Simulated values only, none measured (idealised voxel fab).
This is a process module. Its name is voxel wiring stack.
Cross-sectional view cut (width: 265 nm; square cell size: 5 nm).
Square cells in a grid make up a cross-section in this document, and the grid is given as bands, listed from the top down, each one or more rows of cells. Basically the band line says how high the top is and how high the bottom is, in nm, and then what's in it from left to right, every material with its width in nm. Empty space shows up as "blank", and if a single material carries "edge to edge" it runs the full band edge to edge. A quick word on heights: they are counted from 0, and under that level the wafer as it came to us is one material throughout. The lowest band is different from the rest in having no bottom; it simply continues downward, written as in "0 and below". The two numbers in a width such as "30 to 40" mark its ends across the band: the first belongs to the top row of cells, the second to the bottom row, and from each row to the next the width moves by the same amount. "identical to before" (step): cross-section cells unchanged, all of them. Encapsulated voids: empty space of 8 cells or more with no open way to the top, each as width x height at its distance from the left edge, in nm. If you see something after the settings on a step's line, that's the simulator's own remark about that step. The line of a step may include "overlay nm". On a step with a mask, this value is how far to the right of its planned place the mask lay. A negative value means the mask lay to the left.
The following list gives the planned process steps
1. RECEIVE with material Si
2. CONFORMAL_DEP with material SiO2, thk nm 15
3. CONFORMAL_DEP with material SiN, thk nm 5
4. DIRECTIONAL_DEP with material SiO2, thk nm 15
5. PATTERN with tone open, mask id METAL_1, material resist, width nm 20, pitch nm 40, thk nm 20, overlay nm -15
6. DIRECTIONAL_ETCH with etch materials SiO2, depth nm 15
7. DIRECTIONAL_ETCH with etch materials SiN, depth nm 5
8. STRIP with etch materials resist
9. CONFORMAL_DEP with material TiN, thk nm 5
10. FILL_DEP with material Ru, thk nm 10
11. CMP with height nm 35
12. EPI with material Ru, thk nm 5
13. FILL_DEP with material SiCN, thk nm 5
14. DIRECTIONAL_DEP with material SiO2, thk nm 20
15. PATTERN with tone open, mask id PLUG_1, material resist, width nm 15, pitch nm 40, thk nm 20, overlay nm 0
16. DIRECTIONAL_ETCH with etch materials SiO2, depth nm 20
17. DIRECTIONAL_ETCH with etch materials SiCN, depth nm 5
18. STRIP with etch materials resist
19. CONFORMAL_DEP with material TiN, thk nm 5
20. FILL_DEP with material W, thk nm 10
21. CMP with height nm 65
22. DIRECTIONAL_DEP with material TiN, thk nm 5
23. DIRECTIONAL_DEP with material W, thk nm 20
24. MASKED_ETCH with tone cover, mask id METAL_2, width nm 20, pitch nm 40, etch materials W, depth nm 20, overlay nm 0
25. MASKED_ETCH with tone cover, mask id METAL_2, width nm 20, pitch nm 40, etch materials TiN, depth nm 5, overlay nm 0
26. CONFORMAL_DEP with material SiN, thk nm 5
27. FILL_DEP with material SiO2, thk nm 5
28. CMP with height nm 90
29. CONFORMAL_DEP with material SiCN, thk nm 5
30. DIRECTIONAL_DEP with material SiO2, thk nm 30
31. PATTERN with tone open, mask id METAL_3, material resist, width nm 20, pitch nm 40, thk nm 15, overlay nm 0
32. DIRECTIONAL_ETCH with etch materials SiO2, depth nm 15
33. STRIP with etch materials resist
34. PATTERN with tone open, mask id METAL_3_HOLES, material resist, width nm 15, pitch nm 40, thk nm 15, overlay nm 0
35. DIRECTIONAL_ETCH with etch materials SiO2, depth nm 15
36. DIRECTIONAL_ETCH with etch materials SiCN, depth nm 5
37. STRIP with etch materials resist
38. CONFORMAL_DEP with material TiN, thk nm 5
39. FILL_DEP with material Cu, thk nm 5
40. CMP with height nm 125
41. CONFORMAL_DEP with material SiN, thk nm 5
The overlay nm used in step 5 is not the same on every wafer, whereas the starting condition is; the value printed in the plan is the first wafer's.
Cross-section: the first of several wafers in its as-received state, i.e. following step 1
* 0 and below | Si edge to edge
* Encapsulated voids: none
Cross-section after step 41, the final step of the module, for the first of several wafers
* 130 down to 125 | SiN edge to edge
* 125 down to 115 | SiO2 (100); TiN (5); Cu (10); TiN (5); SiO2 (20); TiN (5); Cu (10); TiN (5); SiO2 (105)
* 115 down to 110 | SiO2 (100); TiN (5); Cu (5); TiN (10); SiO2 (20); TiN (5); Cu (5); TiN (10); SiO2 (105)
* 110 down to 95 | SiO2 (100); TiN (5); Cu (5); TiN (5); SiO2 (25); TiN (5); Cu (5); TiN (5); SiO2 (110)
* 95 down to 90 | SiCN (100); TiN (15); SiCN (25); TiN (15); SiCN (110)
* 90 down to 70 | SiO2 (95); SiN (5); W (20); SiN (5); SiO2 (10); SiN (5); W (20); SiN (5); SiO2 (100)
* 70 down to 65 | SiN (100); TiN (20); SiN (20); TiN (20); SiN (105)
* 65 down to 45 | SiO2 (100); TiN (5); W (5); TiN (5); SiO2 (25); TiN (5); W (5); TiN (5); SiO2 (110)
* 45 down to 40 | SiCN (100); TiN (15); SiCN (25); TiN (15); SiCN (110)
* 40 down to 35 | SiCN (80); Ru (30); SiCN (10); Ru (30); SiCN (115)
* 35 down to 20 | SiO2 (85); TiN (5); Ru (10); TiN (5); SiO2 (20); TiN (5); Ru (10); TiN (5); SiO2 (120)
* 20 down to 15 | SiN (85); TiN (20); SiN (20); TiN (20); SiN (120)
* 15 down to 0 | SiO2 edge to edge
* 0 and below | Si edge to edge
* Encapsulated voids: none
Module end, final wafer: cross-section
* 130 down to 125 | SiN edge to edge
* 125 down to 115 | SiO2 (100); TiN (5); Cu (10); TiN (5); SiO2 (20); TiN (5); Cu (10); TiN (5); SiO2 (105)
* 115 down to 110 | SiO2 (100); TiN (5); Cu (5); TiN (10); SiO2 (20); TiN (5); Cu (5); TiN (10); SiO2 (105)
* 110 down to 95 | SiO2 (100); TiN (5); Cu (5); TiN (5); SiO2 (25); TiN (5); Cu (5); TiN (5); SiO2 (110)
* 95 down to 90 | SiCN (100); TiN (15); SiCN (25); TiN (15); SiCN (110)
* 90 down to 70 | SiO2 (95); SiN (5); W (20); SiN (5); SiO2 (10); SiN (5); W (20); SiN (5); SiO2 (100)
* 70 down to 65 | SiN (100); TiN (20); SiN (20); TiN (20); SiN (105)
* 65 down to 45 | SiO2 (100); TiN (5); W (5); TiN (5); SiO2 (25); TiN (5); W (5); TiN (5); SiO2 (110)
* 45 down to 40 | SiCN (100); TiN (15); SiCN (25); TiN (15); SiCN (110)
* 40 down to 35 | SiCN (110); Ru (30); SiCN (10); Ru (30); SiCN (85)
* 35 down to 20 | SiO2 (115); TiN (5); Ru (10); TiN (5); SiO2 (20); TiN (5); Ru (10); TiN (5); SiO2 (90)
* 20 down to 15 | SiN (115); TiN (20); SiN (20); TiN (20); SiN (90)
* 15 down to 0 | SiO2 edge to edge
* 0 and below | Si edge to edge
* Encapsulated voids: none
Quick key for the table: a row per wafer, taken at the end of the module. For each material it tells you how many cells the wafer gained (+) or lost (-) since it came in, and the closed voids come after
overlay nm -15, +16 Cu, +24 Ru, +135 SiCN, +159 SiN, +922 SiO2, +82 TiN, +40 W, Encapsulated voids: none
overlay nm -10, +16 Cu, +24 Ru, +135 SiCN, +159 SiN, +922 SiO2, +82 TiN, +40 W, Encapsulated voids: none
overlay nm -5, +16 Cu, +24 Ru, +135 SiCN, +159 SiN, +922 SiO2, +82 TiN, +40 W, Encapsulated voids: none
overlay nm 0, +16 Cu, +24 Ru, +135 SiCN, +159 SiN, +922 SiO2, +82 TiN, +40 W, Encapsulated voids: none
overlay nm 5, +16 Cu, +24 Ru, +135 SiCN, +159 SiN, +922 SiO2, +82 TiN, +40 W, Encapsulated voids: none
overlay nm 10, +16 Cu, +24 Ru, +135 SiCN, +159 SiN, +922 SiO2, +82 TiN, +40 W, Encapsulated voids: none
overlay nm 15, +16 Cu, +24 Ru, +135 SiCN, +159 SiN, +922 SiO2, +82 TiN, +40 W, Encapsulated voids: none
